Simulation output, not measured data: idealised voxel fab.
Process module under the name voxel self aligned vias
For reference, the cross-section in this document is cut, with width 290 nm and square cells of 5 nm.
Reading order for cross-sections: top band down to bottom band. Underlying form: a grid of square cells. Band size: one or more rows of cells.
Per band: top height and bottom height in nm, followed by the left-to-right materials and their widths in nm; "throughout" marks a single material spanning edge to edge, "air" marks empty space.
Zero point of the height axis is 0; under it, received wafer = one material. Lowest band: continues down indefinitely, "top 0, no bottom".
Read "30 to 40" as a graded width: first number on top, second number at the bottom, same change between each pair of neighbouring rows.
Step note "nothing changed" = no cross-section cell changed.
The entry titled "Closed void entries" provides the empty spaces that have no open way to the top, restricted to those of 8 cells or more. Each is presented as width x height at distance, the distance being measured from the left edge, with all three in nm.
Anything after a step's settings on that line? It's the simulator's own note about the step.
Regarding "overlay nm": on a step with a mask, it is the distance the mask lay to the right of its planned place; a negative value places it to the left.

### These are the steps we planned for the process
1: RECEIVE,material Si
2: CONFORMAL_DEP,material SiO2,thk nm 15
3: CONFORMAL_DEP,material SiCN,thk nm 5
4: DIRECTIONAL_DEP,material SiO2,thk nm 20
5: MASKED_ETCH,tone open,mask id LINES,width nm 25,pitch nm 70,etch materials SiO2,depth nm 20,overlay nm 0
6: CONFORMAL_DEP,material TiN,thk nm 5
7: FILL_DEP,material Ru,thk nm 10
8: CMP,height nm 40
9: SELECTIVE_ETCH,etch materials W Ru TiN,depth nm 10
10: FILL_DEP,material SiN,thk nm 5
11: CMP,height nm 40
12: DIRECTIONAL_DEP,material SiO2,thk nm 20
13: PATTERN,tone open,mask id VIAS,material resist,width nm 45,thk nm 20,overlay nm 0
14: DIRECTIONAL_ETCH,etch materials SiO2,depth nm 20
15: DIRECTIONAL_ETCH,etch materials SiN,depth nm 10
16: STRIP,etch materials resist
17: CONFORMAL_DEP,material TiN,thk nm 5
18: FILL_DEP,material W,thk nm 5
19: CMP,height nm 60
20: CONFORMAL_DEP,material SiN,thk nm 5

### On the first of the two wafers: run conducted according to plan

### Cross-section of the wafer at receipt, which is the condition after step 1
top 0, no bottom: Si throughout
Closed void entries: none

### Wafer after step 2 (cross-section)
top 15, bottom 0: SiO2 throughout
Under the height 0 nothing was changed.

### Wafer after step 3 (cross-section)
top 20, bottom 15: SiCN throughout
Under the height 15 nothing was changed.

### Wafer after step 4 (cross-section)
top 40, bottom 20: SiO2 throughout
Under the height 20 nothing was changed.

### Wafer after step 5 (cross-section)
top 40, bottom 20: SiO2 (95)  air (25)  SiO2 (45)  air (25)  SiO2 (100)
Under the height 20 nothing was changed.

### Wafer after step 6 (cross-section)
top 45, bottom 40: TiN (100)  air (15)  TiN (55)  air (15)  TiN (105)
top 40, bottom 25: SiO2 (95)  TiN (5)  air (15)  TiN (5)  SiO2 (45)  TiN (5)  air (15)  TiN (5)  SiO2 (100)
top 25, bottom 20: SiO2 (95)  TiN (25)  SiO2 (45)  TiN (25)  SiO2 (100)
Under the height 20 nothing was changed.

### Wafer after step 7 (cross-section)
top 55, bottom 45: Ru throughout
top 45, bottom 40: TiN (100)  Ru (15)  TiN (55)  Ru (15)  TiN (105)
top 40, bottom 25: SiO2 (95)  TiN (5)  Ru (15)  TiN (5)  SiO2 (45)  TiN (5)  Ru (15)  TiN (5)  SiO2 (100)
Under the height 25 nothing was changed.

### Wafer after step 8 (cross-section)
top 40, bottom 25: SiO2 (95)  TiN (5)  Ru (15)  TiN (5)  SiO2 (45)  TiN (5)  Ru (15)  TiN (5)  SiO2 (100)
Under the height 25 nothing was changed.

### Wafer after step 9 (cross-section)
top 40, bottom 30: SiO2 (95)  air (25)  SiO2 (45)  air (25)  SiO2 (100)
Under the height 30 nothing was changed.

### Wafer after step 10 (cross-section)
top 45, bottom 40: SiN throughout
top 40, bottom 30: SiO2 (95)  SiN (25)  SiO2 (45)  SiN (25)  SiO2 (100)
Under the height 30 nothing was changed.

### Wafer after step 11 (cross-section)
top 40, bottom 30: SiO2 (95)  SiN (25)  SiO2 (45)  SiN (25)  SiO2 (100)
Under the height 30 nothing was changed.

### Wafer after step 12 (cross-section)
top 60, bottom 40: SiO2 throughout
Under the height 40 nothing was changed.

### Wafer after step 13 (cross-section)
top 80, bottom 60: resist (85)  air (45)  resist (160)
Under the height 60 nothing was changed.

### Wafer after step 14 (cross-section)
top 80, bottom 60: resist (85)  air (45)  resist (160)
top 60, bottom 40: SiO2 (85)  air (45)  SiO2 (160)
Under the height 40 nothing was changed.

### Wafer after step 15 (cross-section)
top 80, bottom 60: resist (85)  air (45)  resist (160)
top 60, bottom 40: SiO2 (85)  air (45)  SiO2 (160)
top 40, bottom 30: SiO2 (95)  air (25)  SiO2 (45)  SiN (25)  SiO2 (100)
Under the height 30 nothing was changed.

### Wafer after step 16 (cross-section)
top 60, bottom 40: SiO2 (85)  air (45)  SiO2 (160)
Under the height 40 nothing was changed.

### Wafer after step 17 (cross-section)
top 65, bottom 60: TiN (90)  air (35)  TiN (165)
top 60, bottom 45: SiO2 (85)  TiN (5)  air (35)  TiN (5)  SiO2 (160)
top 45, bottom 40: SiO2 (85)  TiN (15)  air (15)  TiN (15)  SiO2 (160)
top 40, bottom 35: SiO2 (95)  TiN (5)  air (15)  TiN (5)  SiO2 (45)  SiN (25)  SiO2 (100)
top 35, bottom 30: SiO2 (95)  TiN (25)  SiO2 (45)  SiN (25)  SiO2 (100)
Under the height 30 nothing was changed.

### Wafer after step 18 (cross-section)
top 70, bottom 65: W throughout
top 65, bottom 60: TiN (90)  W (35)  TiN (165)
top 60, bottom 45: SiO2 (85)  TiN (5)  W (35)  TiN (5)  SiO2 (160)
top 45, bottom 40: SiO2 (85)  TiN (15)  W (15)  TiN (15)  SiO2 (160)
top 40, bottom 35: SiO2 (95)  TiN (5)  W (15)  TiN (5)  SiO2 (45)  SiN (25)  SiO2 (100)
Under the height 35 nothing was changed.

### Wafer after step 19 (cross-section)
top 60, bottom 45: SiO2 (85)  TiN (5)  W (35)  TiN (5)  SiO2 (160)
Under the height 45 nothing was changed.

### Wafer after step 20 (cross-section)
top 65, bottom 60: SiN throughout
Under the height 60 nothing was changed.

### Second wafer, same starting conditions and recipe as the first, one mistake in executing it, nothing differs from the first up to and including step 2

### Cross-sectional representation of the second wafer at the time designated in the plan for the completion of step 3
top 35, bottom 0: SiO2 throughout
Under the height 0 nothing was changed.

### Cross-sectional representation of the second wafer at the time designated in the plan for the completion of step 4
top 40, bottom 35: SiCN throughout
Under the height 35 nothing was changed.

Cross-sectional representation of the second wafer at the time designated in the plan for the completion of step 5: nothing changed

### Cross-sectional representation of the second wafer at the time designated in the plan for the completion of step 6
top 45, bottom 40: TiN throughout
Under the height 40 nothing was changed.

### Cross-sectional representation of the second wafer at the time designated in the plan for the completion of step 7
top 55, bottom 45: Ru throughout
Under the height 45 nothing was changed.

### Cross-sectional representation of the second wafer at the time designated in the plan for the completion of step 8
top 40, bottom 35: SiCN throughout
Under the height 35 nothing was changed.

Cross-sectional representation of the second wafer at the time designated in the plan for the completion of step 9: nothing changed

### Cross-sectional representation of the second wafer at the time designated in the plan for the completion of step 10
top 45, bottom 40: SiN throughout
Under the height 40 nothing was changed.

### Cross-sectional representation of the second wafer at the time designated in the plan for the completion of step 11
top 40, bottom 35: SiCN throughout
Under the height 35 nothing was changed.

### Cross-sectional representation of the second wafer at the time designated in the plan for the completion of step 12
top 60, bottom 40: SiO2 throughout
Under the height 40 nothing was changed.

### Cross-sectional representation of the second wafer at the time designated in the plan for the completion of step 13
top 80, bottom 60: resist (85)  air (45)  resist (160)
Under the height 60 nothing was changed.

### Cross-sectional representation of the second wafer at the time designated in the plan for the completion of step 14
top 80, bottom 60: resist (85)  air (45)  resist (160)
top 60, bottom 40: SiO2 (85)  air (45)  SiO2 (160)
Under the height 40 nothing was changed.

Cross-sectional representation of the second wafer at the time designated in the plan for the completion of step 15: nothing changed

### Cross-sectional representation of the second wafer at the time designated in the plan for the completion of step 16
top 60, bottom 40: SiO2 (85)  air (45)  SiO2 (160)
Under the height 40 nothing was changed.

### Cross-sectional representation of the second wafer at the time designated in the plan for the completion of step 17
top 65, bottom 60: TiN (90)  air (35)  TiN (165)
top 60, bottom 45: SiO2 (85)  TiN (5)  air (35)  TiN (5)  SiO2 (160)
top 45, bottom 40: SiO2 (85)  TiN (45)  SiO2 (160)
Under the height 40 nothing was changed.

### Cross-sectional representation of the second wafer at the time designated in the plan for the completion of step 18
top 70, bottom 65: W throughout
top 65, bottom 60: TiN (90)  W (35)  TiN (165)
top 60, bottom 45: SiO2 (85)  TiN (5)  W (35)  TiN (5)  SiO2 (160)
Under the height 45 nothing was changed.

### Cross-sectional representation of the second wafer at the time designated in the plan for the completion of step 19
top 60, bottom 45: SiO2 (85)  TiN (5)  W (35)  TiN (5)  SiO2 (160)
Under the height 45 nothing was changed.

### Cross-sectional representation of the second wafer at the time designated in the plan for the completion of step 20
top 65, bottom 60: SiN throughout
Under the height 60 nothing was changed.
Diagnosis: steps 3 and 4 traded places in the executed sequence
Heads up, by the end the second wafer has more or fewer cells of some materials compared to the first: Ru: 6 fewer; SiN: 10 fewer; SiO2: 40 more; TiN: 18 fewer; W: 6 fewer
